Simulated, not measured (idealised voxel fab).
The process module presented herein is designated voxel released beams.
It is cross-section cut that appears here, measuring 155 nm in width, its square cells being 5 nm in size.
Cross-section = grid of square cells, listed top down in bands; band = one or more rows. Basically the band line says how high the top is and how high the bottom is, in nm, and then what's in it from left to right, every material with its width in nm. Empty space shows up as "air", and if a single material carries "throughout" it runs the full band edge to edge. Counting heights begins at 0, where everything beneath is, in the wafer as received, one material. The lowest band has no bottom; it goes on downwards, as "0 -> down" shows. Quick explanation for "30 to 40": the width changes in equal steps down the rows of cells, from the first number in the band's top row to the second number in its bottom row. "no modification" (step): cross-section cells unchanged, all of them. "Enclosed void list" specifies each empty space that is not open to the top and that occupies no fewer than 8 cells, using the form width x height at distance, the distance measured from the left edge and all three quantities in nm. What comes after the settings on a step's line is commentary from the simulator itself on that step. overlay nm: where the mask lay relative to plan, measured to the right, on steps with a mask; negatives go left.

The following list gives the planned process steps
1: RECEIVE (material Si)
2: CONFORMAL_DEP (material Al2O3; thk nm 10)
3: DIRECTIONAL_DEP (material SiO2; thk nm 10)
4: DIRECTIONAL_DEP (material aC; thk nm 15)
5: PATTERN (tone open; mask id ANCHOR; material resist; width nm 40; thk nm 35; overlay nm 0)
6: DIRECTIONAL_ETCH (etch materials aC; depth nm 15)
7: STRIP (etch materials resist)
8: DIRECTIONAL_ETCH (etch materials SiO2; depth nm 10)
9: STRIP (etch materials aC)
10: CONFORMAL_DEP (material SiN; thk nm 15)
11: MASKED_ETCH (tone cover; mask id BEAM; width nm 80; etch materials SiN; depth nm 15; overlay nm 0)
12: STRIP (etch materials SiO2)
Where the wafers of this document differ is in the width nm of step 11; they start out the same, and the plan states the value that applied to the first wafer.

After step 1, as received: first of several wafers, cross-section
  0 -> down | Si throughout
  Enclosed void list: none

Depicted here is the first of several wafers in cross-section, at module completion following the last step, step 12
  35 -> 25 | 35 of air / 15 of SiN / 10 of air / 55 of SiN / 40 of air
  25 -> 20 | 35 of air / 80 of SiN / 40 of air
  20 -> 10 | 35 of air / 40 of SiN / 80 of air
  10 -> 0 | Al2O3 throughout
  0 -> down | Si throughout
  Enclosed void list: none

Here's the last wafer cross-sectioned at the end of the module
  35 -> 25 | 25 of air / 25 of SiN / 10 of air / 70 of SiN / 25 of air
  25 -> 20 | 25 of air / 105 of SiN / 25 of air
  20 -> 10 | 35 of air / 40 of SiN / 80 of air
  10 -> 0 | Al2O3 throughout
  0 -> down | Si throughout
  Enclosed void list: none

Wafer rows, end of module: cells per material gained (+) or lost (-) since receipt; closed voids last
width nm 80, +62 Al2O3, +60 SiN, Enclosed void list: none
width nm 85, +62 Al2O3, +63 SiN, Enclosed void list: none
width nm 90, +62 Al2O3, +66 SiN, Enclosed void list: none
width nm 95, +62 Al2O3, +69 SiN, Enclosed void list: none
width nm 100, +62 Al2O3, +72 SiN, Enclosed void list: none
width nm 105, +62 Al2O3, +75 SiN, Enclosed void list: none
